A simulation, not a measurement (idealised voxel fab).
The document below concerns the process module designated voxel capacitor over wiring.
Cross-section cut: width 175 nm, square cells of 5 nm.
Cross-section spec: square-cell grid; bands listed top down; each band is one or more rows. Band: top height; bottom height; in nm. Then, left to right: material with width in nm, for each material. "edge to edge": a single material spanning edge to edge. "air": empty space. Height is counted from the level 0, under which the received wafer is composed throughout of one material. The lowest of the bands is not closed at the bottom but continues downward, in the notation "0 and below". The notation "30 to 40" denotes a width that varies across the rows of cells in the band, beginning at the first number in the top row, finishing at the second number in the bottom row, and changing by an identical amount from each row to the next. You'll sometimes find "nothing got changed" written for a step, and that's the way of saying that nowhere in the cross-section did a cell change during that step. In "Listed closed voids" the enclosed voids are listed, meaning empty spaces of 8 cells or larger without any opening to the top. The form is width x height at distance, distance from the left edge, units nm. It should be noted that, on the line of a given step, the content following the step's settings is a remark produced by the simulator itself with respect to that step. "overlay nm" on a masked step: distance the mask lay right of its planned place, negative for left.
### List of planned process steps
1,RECEIVE,material Si
2,CONFORMAL_DEP,material SiO2,thk nm 15
3,DIRECTIONAL_DEP,material TiN,thk nm 5
4,DIRECTIONAL_DEP,material Ru,thk nm 20
5,DIRECTIONAL_DEP,material aC,thk nm 15
6,PATTERN,tone cover,mask id METAL_1,material resist,width nm 30,pitch nm 80,thk nm 35,overlay nm 0
7,DIRECTIONAL_ETCH,etch materials aC,depth nm 15
8,STRIP,etch materials resist
9,DIRECTIONAL_ETCH,etch materials Ru,depth nm 20
10,DIRECTIONAL_ETCH,etch materials TiN,depth nm 5
11,STRIP,etch materials aC
12,FILL_DEP,material lowk,thk nm 5
13,CMP,height nm 40
14,CONFORMAL_DEP,material SiCN,thk nm 5
15,DIRECTIONAL_DEP,material lowk,thk nm 20
16,DIRECTIONAL_DEP,material aC,thk nm 10
17,PATTERN,tone open,mask id PLUG_1,material resist,width nm 15,thk nm 25,overlay nm 0
18,DIRECTIONAL_ETCH,etch materials aC,depth nm 10
19,STRIP,etch materials resist
20,DIRECTIONAL_ETCH,etch materials lowk,depth nm 20
21,DIRECTIONAL_ETCH,etch materials SiCN,depth nm 5
22,STRIP,etch materials aC
23,CONFORMAL_DEP,material TiN,thk nm 5
24,FILL_DEP,material Ru,thk nm 5
25,CMP,height nm 65
26,DIRECTIONAL_DEP,material TiN,thk nm 10
27,DIRECTIONAL_DEP,material SiN,thk nm 5
28,DIRECTIONAL_DEP,material TiN,thk nm 10
29,DIRECTIONAL_DEP,material aC,thk nm 15
30,PATTERN,tone cover,mask id UPPER_PLATE,material resist,width nm 55,thk nm 30,overlay nm 0
31,DIRECTIONAL_ETCH,etch materials aC,depth nm 15
32,STRIP,etch materials resist
33,DIRECTIONAL_ETCH,etch materials TiN,depth nm 10
34,DIRECTIONAL_ETCH,etch materials SiN,depth nm 5
35,STRIP,etch materials aC
36,DIRECTIONAL_DEP,material aC,thk nm 10
37,PATTERN,tone cover,mask id LOWER_PLATE,material resist,width nm 65,thk nm 30,overlay nm 0
38,DIRECTIONAL_ETCH,etch materials aC,depth nm 10
39,STRIP,etch materials resist
40,DIRECTIONAL_ETCH,etch materials TiN,depth nm 10
41,STRIP,etch materials aC
42,FILL_DEP,material SiO2,thk nm 20
43,CMP,height nm 105
44,MASKED_ETCH,tone open,mask id PLUG_2,width nm 15,etch materials SiO2,depth nm 15,overlay nm 0
45,CONFORMAL_DEP,material TiN,thk nm 5
46,FILL_DEP,material Ru,thk nm 5
47,CMP,height nm 105
48,CONFORMAL_DEP,material SiCN,thk nm 5
### First of two wafers, processed according to plan
### Cross-section of the wafer at receipt, which is the condition after step 1
  0 and below: Si edge to edge
  Listed closed voids: none
### Upon completion of step 2, the wafer appears in cross-section as shown
  15 down to 0: SiO2 edge to edge
  Lower than 0, everything is as it was.
### Upon completion of step 3, the wafer appears in cross-section as shown
  20 down to 15: TiN edge to edge
  Lower than 15, everything is as it was.
### Upon completion of step 4, the wafer appears in cross-section as shown
  40 down to 20: Ru edge to edge
  Lower than 20, everything is as it was.
### Upon completion of step 5, the wafer appears in cross-section as shown
  55 down to 40: aC edge to edge
  Lower than 40, everything is as it was.
### Upon completion of step 6, the wafer appears in cross-section as shown
  90 down to 55: air: 30 / resist: 30 / air: 50 / resist: 30 / air: 35
  Lower than 55, everything is as it was.
### Upon completion of step 7, the wafer appears in cross-section as shown
  75 down to 55: air: 30 / resist: 30 / air: 50 / resist: 30 / air: 35
  55 down to 40: air: 30 / aC: 30 / air: 50 / aC: 30 / air: 35
  Lower than 40, everything is as it was.
### Upon completion of step 8, the wafer appears in cross-section as shown
  55 down to 40: air: 30 / aC: 30 / air: 50 / aC: 30 / air: 35
  Lower than 40, everything is as it was.
### Upon completion of step 9, the wafer appears in cross-section as shown
  55 down to 40: air: 30 / aC: 30 / air: 50 / aC: 30 / air: 35
  40 down to 20: air: 30 / Ru: 30 / air: 50 / Ru: 30 / air: 35
  Lower than 20, everything is as it was.
### Upon completion of step 10, the wafer appears in cross-section as shown
  55 down to 40: air: 30 / aC: 30 / air: 50 / aC: 30 / air: 35
  40 down to 20: air: 30 / Ru: 30 / air: 50 / Ru: 30 / air: 35
  20 down to 15: air: 30 / TiN: 30 / air: 50 / TiN: 30 / air: 35
  Lower than 15, everything is as it was.
### Upon completion of step 11, the wafer appears in cross-section as shown
  40 down to 20: air: 30 / Ru: 30 / air: 50 / Ru: 30 / air: 35
  Lower than 20, everything is as it was.
### Upon completion of step 12, the wafer appears in cross-section as shown
  45 down to 40: lowk edge to edge
  40 down to 20: lowk: 30 / Ru: 30 / lowk: 50 / Ru: 30 / lowk: 35
  20 down to 15: lowk: 30 / TiN: 30 / lowk: 50 / TiN: 30 / lowk: 35
  Lower than 15, everything is as it was.
### Upon completion of step 13, the wafer appears in cross-section as shown
  40 down to 20: lowk: 30 / Ru: 30 / lowk: 50 / Ru: 30 / lowk: 35
  Lower than 20, everything is as it was.
### Upon completion of step 14, the wafer appears in cross-section as shown
  45 down to 40: SiCN edge to edge
  Lower than 40, everything is as it was.
### Upon completion of step 15, the wafer appears in cross-section as shown
  65 down to 45: lowk edge to edge
  Lower than 45, everything is as it was.
### Upon completion of step 16, the wafer appears in cross-section as shown
  75 down to 65: aC edge to edge
  Lower than 65, everything is as it was.
### Upon completion of step 17, the wafer appears in cross-section as shown
  100 down to 75: resist: 45 / air: 15 / resist: 115
  Lower than 75, everything is as it was.
### Upon completion of step 18, the wafer appears in cross-section as shown
  90 down to 75: resist: 45 / air: 15 / resist: 115
  75 down to 65: aC: 45 / air: 15 / aC: 115
  Lower than 65, everything is as it was.
### Upon completion of step 19, the wafer appears in cross-section as shown
  75 down to 65: aC: 45 / air: 15 / aC: 115
  Lower than 65, everything is as it was.
### Upon completion of step 20, the wafer appears in cross-section as shown
  75 down to 65: aC: 45 / air: 15 / aC: 115
  65 down to 45: lowk: 45 / air: 15 / lowk: 115
  Lower than 45, everything is as it was.
### Upon completion of step 21, the wafer appears in cross-section as shown
  75 down to 65: aC: 45 / air: 15 / aC: 115
  65 down to 45: lowk: 45 / air: 15 / lowk: 115
  45 down to 40: SiCN: 45 / air: 15 / SiCN: 115
  Lower than 40, everything is as it was.
### Upon completion of step 22, the wafer appears in cross-section as shown
  65 down to 45: lowk: 45 / air: 15 / lowk: 115
  Lower than 45, everything is as it was.
### Upon completion of step 23, the wafer appears in cross-section as shown
  70 down to 65: TiN: 50 / air: 5 / TiN: 120
  65 down to 45: lowk: 45 / TiN: 5 / air: 5 / TiN: 5 / lowk: 115
  45 down to 40: SiCN: 45 / TiN: 15 / SiCN: 115
  Lower than 40, everything is as it was.
### Upon completion of step 24, the wafer appears in cross-section as shown
  75 down to 70: Ru edge to edge
  70 down to 65: TiN: 50 / Ru: 5 / TiN: 120
  65 down to 45: lowk: 45 / TiN: 5 / Ru: 5 / TiN: 5 / lowk: 115
  Lower than 45, everything is as it was.
### Upon completion of step 25, the wafer appears in cross-section as shown
  65 down to 45: lowk: 45 / TiN: 5 / Ru: 5 / TiN: 5 / lowk: 115
  Lower than 45, everything is as it was.
### Upon completion of step 26, the wafer appears in cross-section as shown
  75 down to 65: TiN edge to edge
  Lower than 65, everything is as it was.
### Upon completion of step 27, the wafer appears in cross-section as shown
  80 down to 75: SiN edge to edge
  Lower than 75, everything is as it was.
### Upon completion of step 28, the wafer appears in cross-section as shown
  90 down to 80: TiN edge to edge
  Lower than 80, everything is as it was.
### Upon completion of step 29, the wafer appears in cross-section as shown
  105 down to 90: aC edge to edge
  Lower than 90, everything is as it was.
### Upon completion of step 30, the wafer appears in cross-section as shown
  135 down to 105: air: 45 / resist: 55 / air: 75
  Lower than 105, everything is as it was.
### Upon completion of step 31, the wafer appears in cross-section as shown
  120 down to 105: air: 45 / resist: 55 / air: 75
  105 down to 90: air: 45 / aC: 55 / air: 75
  Lower than 90, everything is as it was.
### Upon completion of step 32, the wafer appears in cross-section as shown
  105 down to 90: air: 45 / aC: 55 / air: 75
  Lower than 90, everything is as it was.
### Upon completion of step 33, the wafer appears in cross-section as shown
  105 down to 90: air: 45 / aC: 55 / air: 75
  90 down to 80: air: 45 / TiN: 55 / air: 75
  Lower than 80, everything is as it was.
### Upon completion of step 34, the wafer appears in cross-section as shown
  105 down to 90: air: 45 / aC: 55 / air: 75
  90 down to 80: air: 45 / TiN: 55 / air: 75
  80 down to 75: air: 45 / SiN: 55 / air: 75
  Lower than 75, everything is as it was.
### Upon completion of step 35, the wafer appears in cross-section as shown
  90 down to 80: air: 45 / TiN: 55 / air: 75
  Lower than 80, everything is as it was.
### Upon completion of step 36, the wafer appears in cross-section as shown
  100 down to 90: air: 45 / aC: 55 / air: 75
  90 down to 85: air: 45 / TiN: 55 / air: 75
  85 down to 80: aC: 45 / TiN: 55 / aC: 75
  80 down to 75: aC: 45 / SiN: 55 / aC: 75
  Lower than 75, everything is as it was.
### Upon completion of step 37, the wafer appears in cross-section as shown
  130 down to 100: air: 40 / resist: 65 / air: 70
  100 down to 90: air: 40 / resist: 5 / aC: 55 / resist: 5 / air: 70
  90 down to 85: air: 40 / resist: 5 / TiN: 55 / resist: 5 / air: 70
  Lower than 85, everything is as it was.
### Upon completion of step 38, the wafer appears in cross-section as shown
  120 down to 100: air: 40 / resist: 65 / air: 70
  100 down to 90: air: 40 / resist: 5 / aC: 55 / resist: 5 / air: 70
  90 down to 85: air: 40 / resist: 5 / TiN: 55 / resist: 5 / air: 70
  85 down to 80: air: 40 / aC: 5 / TiN: 55 / aC: 5 / air: 70
  80 down to 75: air: 40 / aC: 5 / SiN: 55 / aC: 5 / air: 70
  Lower than 75, everything is as it was.
### Upon completion of step 39, the wafer appears in cross-section as shown
  100 down to 90: air: 45 / aC: 55 / air: 75
  90 down to 85: air: 45 / TiN: 55 / air: 75
  Lower than 85, everything is as it was.
### Upon completion of step 40, the wafer appears in cross-section as shown
  100 down to 90: air: 45 / aC: 55 / air: 75
  90 down to 85: air: 45 / TiN: 55 / air: 75
  85 down to 80: air: 40 / aC: 5 / TiN: 55 / aC: 5 / air: 70
  80 down to 75: air: 40 / aC: 5 / SiN: 55 / aC: 5 / air: 70
  75 down to 65: air: 40 / TiN: 65 / air: 70
  Lower than 65, everything is as it was.
### Upon completion of step 41, the wafer appears in cross-section as shown
  90 down to 80: air: 45 / TiN: 55 / air: 75
  80 down to 75: air: 45 / SiN: 55 / air: 75
  Lower than 75, everything is as it was.
### Upon completion of step 42, the wafer appears in cross-section as shown
  110 down to 90: SiO2 edge to edge
  90 down to 80: SiO2: 45 / TiN: 55 / SiO2: 75
  80 down to 75: SiO2: 45 / SiN: 55 / SiO2: 75
  75 down to 65: SiO2: 40 / TiN: 65 / SiO2: 70
  Lower than 65, everything is as it was.
### Upon completion of step 43, the wafer appears in cross-section as shown
  105 down to 90: SiO2 edge to edge
  Lower than 90, everything is as it was.
### Upon completion of step 44, the wafer appears in cross-section as shown
  105 down to 90: SiO2: 55 / air: 15 / SiO2: 105
  Lower than 90, everything is as it was.
### Upon completion of step 45, the wafer appears in cross-section as shown
  110 down to 105: TiN: 60 / air: 5 / TiN: 110
  105 down to 95: SiO2: 55 / TiN: 5 / air: 5 / TiN: 5 / SiO2: 105
  95 down to 90: SiO2: 55 / TiN: 15 / SiO2: 105
  Lower than 90, everything is as it was.
### Upon completion of step 46, the wafer appears in cross-section as shown
  115 down to 110: Ru edge to edge
  110 down to 105: TiN: 60 / Ru: 5 / TiN: 110
  105 down to 95: SiO2: 55 / TiN: 5 / Ru: 5 / TiN: 5 / SiO2: 105
  Lower than 95, everything is as it was.
### Upon completion of step 47, the wafer appears in cross-section as shown
  105 down to 95: SiO2: 55 / TiN: 5 / Ru: 5 / TiN: 5 / SiO2: 105
  Lower than 95, everything is as it was.
### Upon completion of step 48, the wafer appears in cross-section as shown
  110 down to 105: SiCN edge to edge
  Lower than 105, everything is as it was.
### Second wafer, same starting state and plan as the first, one mistake in the run, identical through step 16
### The second wafer cut through, at the time step 17 was supposed to be finished
  100 down to 75: air: 45 / resist: 15 / air: 115
  Lower than 75, everything is as it was.
### The second wafer cut through, at the time step 18 was supposed to be finished
  90 down to 75: air: 45 / resist: 15 / air: 115
  75 down to 65: air: 45 / aC: 15 / air: 115
  Lower than 65, everything is as it was.
### The second wafer cut through, at the time step 19 was supposed to be finished
  75 down to 65: air: 45 / aC: 15 / air: 115
  Lower than 65, everything is as it was.
### The second wafer cut through, at the time step 20 was supposed to be finished
  75 down to 65: air: 45 / aC: 15 / air: 115
  65 down to 45: air: 45 / lowk: 15 / air: 115
  Lower than 45, everything is as it was.
### The second wafer cut through, at the time step 21 was supposed to be finished
  75 down to 65: air: 45 / aC: 15 / air: 115
  65 down to 45: air: 45 / lowk: 15 / air: 115
  45 down to 40: air: 45 / SiCN: 15 / air: 115
  Lower than 40, everything is as it was.
### The second wafer cut through, at the time step 22 was supposed to be finished
  65 down to 45: air: 45 / lowk: 15 / air: 115
  Lower than 45, everything is as it was.
### The second wafer cut through, at the time step 23 was supposed to be finished
  70 down to 65: air: 40 / TiN: 25 / air: 110
  65 down to 45: air: 40 / TiN: 5 / lowk: 15 / TiN: 5 / air: 110
  45 down to 40: TiN: 45 / SiCN: 15 / TiN: 115
  Lower than 40, everything is as it was.
### The second wafer cut through, at the time step 24 was supposed to be finished
  75 down to 70: Ru edge to edge
  70 down to 65: Ru: 40 / TiN: 25 / Ru: 110
  65 down to 45: Ru: 40 / TiN: 5 / lowk: 15 / TiN: 5 / Ru: 110
  Lower than 45, everything is as it was.
### The second wafer cut through, at the time step 25 was supposed to be finished
  65 down to 45: Ru: 40 / TiN: 5 / lowk: 15 / TiN: 5 / Ru: 110
  Lower than 45, everything is as it was.
### The second wafer cut through, at the time step 26 was supposed to be finished
  75 down to 65: TiN edge to edge
  Lower than 65, everything is as it was.
### The second wafer cut through, at the time step 27 was supposed to be finished
  80 down to 75: SiN edge to edge
  Lower than 75, everything is as it was.
### The second wafer cut through, at the time step 28 was supposed to be finished
  90 down to 80: TiN edge to edge
  Lower than 80, everything is as it was.
### The second wafer cut through, at the time step 29 was supposed to be finished
  105 down to 90: aC edge to edge
  Lower than 90, everything is as it was.
### The second wafer cut through, at the time step 30 was supposed to be finished
  135 down to 105: air: 45 / resist: 55 / air: 75
  Lower than 105, everything is as it was.
### The second wafer cut through, at the time step 31 was supposed to be finished
  120 down to 105: air: 45 / resist: 55 / air: 75
  105 down to 90: air: 45 / aC: 55 / air: 75
  Lower than 90, everything is as it was.
### The second wafer cut through, at the time step 32 was supposed to be finished
  105 down to 90: air: 45 / aC: 55 / air: 75
  Lower than 90, everything is as it was.
### The second wafer cut through, at the time step 33 was supposed to be finished
  105 down to 90: air: 45 / aC: 55 / air: 75
  90 down to 80: air: 45 / TiN: 55 / air: 75
  Lower than 80, everything is as it was.
### The second wafer cut through, at the time step 34 was supposed to be finished
  105 down to 90: air: 45 / aC: 55 / air: 75
  90 down to 80: air: 45 / TiN: 55 / air: 75
  80 down to 75: air: 45 / SiN: 55 / air: 75
  Lower than 75, everything is as it was.
### The second wafer cut through, at the time step 35 was supposed to be finished
  90 down to 80: air: 45 / TiN: 55 / air: 75
  Lower than 80, everything is as it was.
### The second wafer cut through, at the time step 36 was supposed to be finished
  100 down to 90: air: 45 / aC: 55 / air: 75
  90 down to 85: air: 45 / TiN: 55 / air: 75
  85 down to 80: aC: 45 / TiN: 55 / aC: 75
  80 down to 75: aC: 45 / SiN: 55 / aC: 75
  Lower than 75, everything is as it was.
### The second wafer cut through, at the time step 37 was supposed to be finished
  130 down to 100: air: 40 / resist: 65 / air: 70
  100 down to 90: air: 40 / resist: 5 / aC: 55 / resist: 5 / air: 70
  90 down to 85: air: 40 / resist: 5 / TiN: 55 / resist: 5 / air: 70
  Lower than 85, everything is as it was.
### The second wafer cut through, at the time step 38 was supposed to be finished
  120 down to 100: air: 40 / resist: 65 / air: 70
  100 down to 90: air: 40 / resist: 5 / aC: 55 / resist: 5 / air: 70
  90 down to 85: air: 40 / resist: 5 / TiN: 55 / resist: 5 / air: 70
  85 down to 80: air: 40 / aC: 5 / TiN: 55 / aC: 5 / air: 70
  80 down to 75: air: 40 / aC: 5 / SiN: 55 / aC: 5 / air: 70
  Lower than 75, everything is as it was.
### The second wafer cut through, at the time step 39 was supposed to be finished
  100 down to 90: air: 45 / aC: 55 / air: 75
  90 down to 85: air: 45 / TiN: 55 / air: 75
  Lower than 85, everything is as it was.
### The second wafer cut through, at the time step 40 was supposed to be finished
  100 down to 90: air: 45 / aC: 55 / air: 75
  90 down to 85: air: 45 / TiN: 55 / air: 75
  85 down to 80: air: 40 / aC: 5 / TiN: 55 / aC: 5 / air: 70
  80 down to 75: air: 40 / aC: 5 / SiN: 55 / aC: 5 / air: 70
  75 down to 65: air: 40 / TiN: 65 / air: 70
  Lower than 65, everything is as it was.
### The second wafer cut through, at the time step 41 was supposed to be finished
  90 down to 80: air: 45 / TiN: 55 / air: 75
  80 down to 75: air: 45 / SiN: 55 / air: 75
  Lower than 75, everything is as it was.
### The second wafer cut through, at the time step 42 was supposed to be finished
  110 down to 90: SiO2 edge to edge
  90 down to 80: SiO2: 45 / TiN: 55 / SiO2: 75
  80 down to 75: SiO2: 45 / SiN: 55 / SiO2: 75
  75 down to 65: SiO2: 40 / TiN: 65 / SiO2: 70
  Lower than 65, everything is as it was.
### The second wafer cut through, at the time step 43 was supposed to be finished
  105 down to 90: SiO2 edge to edge
  Lower than 90, everything is as it was.
### The second wafer cut through, at the time step 44 was supposed to be finished
  105 down to 90: SiO2: 55 / air: 15 / SiO2: 105
  Lower than 90, everything is as it was.
### The second wafer cut through, at the time step 45 was supposed to be finished
  110 down to 105: TiN: 60 / air: 5 / TiN: 110
  105 down to 95: SiO2: 55 / TiN: 5 / air: 5 / TiN: 5 / SiO2: 105
  95 down to 90: SiO2: 55 / TiN: 15 / SiO2: 105
  Lower than 90, everything is as it was.
### The second wafer cut through, at the time step 46 was supposed to be finished
  115 down to 110: Ru edge to edge
  110 down to 105: TiN: 60 / Ru: 5 / TiN: 110
  105 down to 95: SiO2: 55 / TiN: 5 / Ru: 5 / TiN: 5 / SiO2: 105
  Lower than 95, everything is as it was.
### The second wafer cut through, at the time step 47 was supposed to be finished
  105 down to 95: SiO2: 55 / TiN: 5 / Ru: 5 / TiN: 5 / SiO2: 105
  Lower than 95, everything is as it was.
### The second wafer cut through, at the time step 48 was supposed to be finished
  110 down to 105: SiCN edge to edge
  Lower than 105, everything is as it was.
Plan not followed: step 17 deviated from plan and actually ran as PATTERN,tone cover,mask id PLUG_1,material resist,width nm 15,thk nm 25,overlay nm 0
Final cells, second wafer relative to first, materials higher or lower: Ru +116; SiCN -29; TiN +29; lowk -116
